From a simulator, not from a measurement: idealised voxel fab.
process module | voxel wiring stack
cross-section cut | 195 nm wide | cells 5 nm
A cross-section is a grid of square cells, given in bands from the top down. A band is one or more rows of cells.
Each band's line starts with the height of the band's top and of its bottom, in nm. Then come its materials from left to right, each with its width in nm. One material with "throughout" fills the band from edge to edge. "air" is empty space.
Height 0 is the level under which the wafer as received is all one material. The lowest band goes on downwards, as in "0 down".
A width such as "30 to 40" changes by the same amount from each row of cells to the next, from the band's top row to its bottom row.
"no change" after a step means that no cell of the cross-section changed.
closed voids: empty space of 8 cells or more with no open way to the top, each as width x height at its distance from the left edge, in nm
after a step's settings: what the simulator itself notes on the step
overlay nm, on a step with a mask: how far to the right of its planned place the mask lay; to the left if negative
plan
1 op RECEIVE | material Si
2 op CONFORMAL_DEP | material SiO2 | thk nm 15
3 op DIRECTIONAL_DEP | material TiN | thk nm 5
4 op DIRECTIONAL_DEP | material Ru | thk nm 15
5 op PATTERN | tone cover | mask id METAL_1 | material resist | width nm 30 | pitch nm 45 | thk nm 20 | overlay nm 0
6 op DIRECTIONAL_ETCH | etch materials Ru | depth nm 15
7 op DIRECTIONAL_ETCH | etch materials TiN | depth nm 5
8 op STRIP | etch materials resist
9 op CONFORMAL_DEP | material SiCN | thk nm 5
10 op FILL_DEP | material SiO2 | thk nm 5
11 op CMP | height nm 35
12 op CONFORMAL_DEP | material SiCN | thk nm 5
13 op DIRECTIONAL_DEP | material SiO2 | thk nm 20
14 op PATTERN | tone open | mask id PLUG_1 | material resist | width nm 15 | pitch nm 90 | thk nm 15 | overlay nm 0
15 op DIRECTIONAL_ETCH | etch materials SiO2 | depth nm 20
16 op DIRECTIONAL_ETCH | etch materials SiCN | depth nm 5
17 op STRIP | etch materials resist
18 op EPI | material Ru | thk nm 10
19 op EPI | material Ru | thk nm 10
20 op EPI | material Ru | thk nm 5
21 op DIRECTIONAL_DEP | material TiN | thk nm 5
22 op DIRECTIONAL_DEP | material Ru | thk nm 20
23 op MASKED_ETCH | tone cover | mask id METAL_2 | width nm 30 | pitch nm 45 | etch materials Ru | depth nm 20 | overlay nm 0
24 op MASKED_ETCH | tone cover | mask id METAL_2 | width nm 30 | pitch nm 45 | etch materials TiN | depth nm 5 | overlay nm 0
25 op FILL_DEP | material SiO2 | thk nm 10
26 op CMP | height nm 85
27 op CONFORMAL_DEP | material SiN | thk nm 5
as received, after step 1
  0 down: Si throughout
  closed voids: none
a wafer at the end: this start, this plan, one mistake
  90 to 85: SiN throughout
  85 to 65: SiO2 throughout
  65 to 60: TiN throughout
  60 to 40: SiO2 15 | Ru 15 | SiO2 75 | Ru 15 | SiO2 75
  40 to 35: SiCN 15 | Ru 15 | SiCN 75 | Ru 15 | SiCN 75
  35 to 20: SiO2 10 | SiCN 5 | Ru 30 | SiCN 5 | SiO2 5 | SiCN 5 | Ru 30 | SiCN 5 | SiO2 5 | SiCN 5 | Ru 30 | SiCN 5 | SiO2 5 | SiCN 5 | Ru 30 | SiCN 5 | SiO2 10
  20 to 15: SiCN 15 | TiN 30 | SiCN 15 | TiN 30 | SiCN 15 | TiN 30 | SiCN 15 | TiN 30 | SiCN 15
  15 to 0: SiO2 throughout
  0 down: Si throughout
  closed voids: none
what went wrong: step 22 ran as: op DIRECTIONAL_DEP | material SiO2 | thk nm 20
